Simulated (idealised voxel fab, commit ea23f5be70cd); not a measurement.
process module | voxel air gaps
cross-section cut | 240 nm wide | cells 5 nm
A cross-section is a grid of square cells, given in bands from the top down. A band is one or more rows of cells.
Each band's line starts with the height of the band's top and of its bottom, in nm. Then come its materials from left to right, each with its width in nm. One material with "throughout" fills the band from edge to edge. "air" is empty space.
Height 0 is the level under which the wafer as received is all one material. The lowest band goes on downwards, as in "0 down".
A width such as "30 to 40" changes by the same amount from each row of cells to the next, from the band's top row to its bottom row.
"no change" after a step means that no cell of the cross-section changed.
closed voids: empty space of 8 cells or more with no open way to the top, each as width x height at its distance from the left edge, in nm
after a step's settings: what the simulator itself notes on the step
overlay nm, on a step with a mask: how far to the right of its planned place the mask lay; to the left if negative
plan
1 op RECEIVE | material Si
2 op CONFORMAL_DEP | material SiO2 | thk nm 15
3 op CONFORMAL_DEP | material SiCN | thk nm 5
4 op DIRECTIONAL_DEP | material SiO2 | thk nm 30
5 op PATTERN | tone open | mask id LINES | material resist | width nm 20 | pitch nm 45 | thk nm 20 | overlay nm 0
6 op DIRECTIONAL_ETCH | etch materials SiO2 | depth nm 30
7 op STRIP | etch materials resist
8 op CONFORMAL_DEP | material TiN | thk nm 5
9 op FILL_DEP | material W | thk nm 10
10 op CMP | height nm 50
11 op EPI | material Ru | thk nm 10
12 op SELECTIVE_ETCH | etch materials SiO2 | depth nm 40
13 op CONFORMAL_DEP | material SiCN | thk nm 5
as received, after step 1
  0 down: Si throughout
  closed voids: none
a wafer at the end: this start, this plan, one mistake
  65 to 60: air 25 | SiCN 185 | air 30
  60 to 50: air 25 | SiCN 5 | Ru 40 | SiCN 5 | Ru 40 | SiCN 5 | Ru 40 | SiCN 5 | Ru 40 | SiCN 5 | air 30
  50 to 25: air 25 | SiCN 5 | Ru 10 | TiN 5 | W 10 | TiN 5 | Ru 10 | SiCN 5 | Ru 10 | TiN 5 | W 10 | TiN 5 | Ru 10 | SiCN 5 | Ru 10 | TiN 5 | W 10 | TiN 5 | Ru 10 | SiCN 5 | Ru 10 | TiN 5 | W 10 | TiN 5 | Ru 10 | SiCN 5 | air 30
  25 to 20: SiCN 30 | Ru 10 | TiN 20 | Ru 10 | SiCN 5 | Ru 10 | TiN 20 | Ru 10 | SiCN 5 | Ru 10 | TiN 20 | Ru 10 | SiCN 5 | Ru 10 | TiN 20 | Ru 10 | SiCN 35
  20 to 15: SiCN throughout
  15 to 0: SiO2 throughout
  0 down: Si throughout
  closed voids: none
what went wrong: steps 11 and 12 were swapped
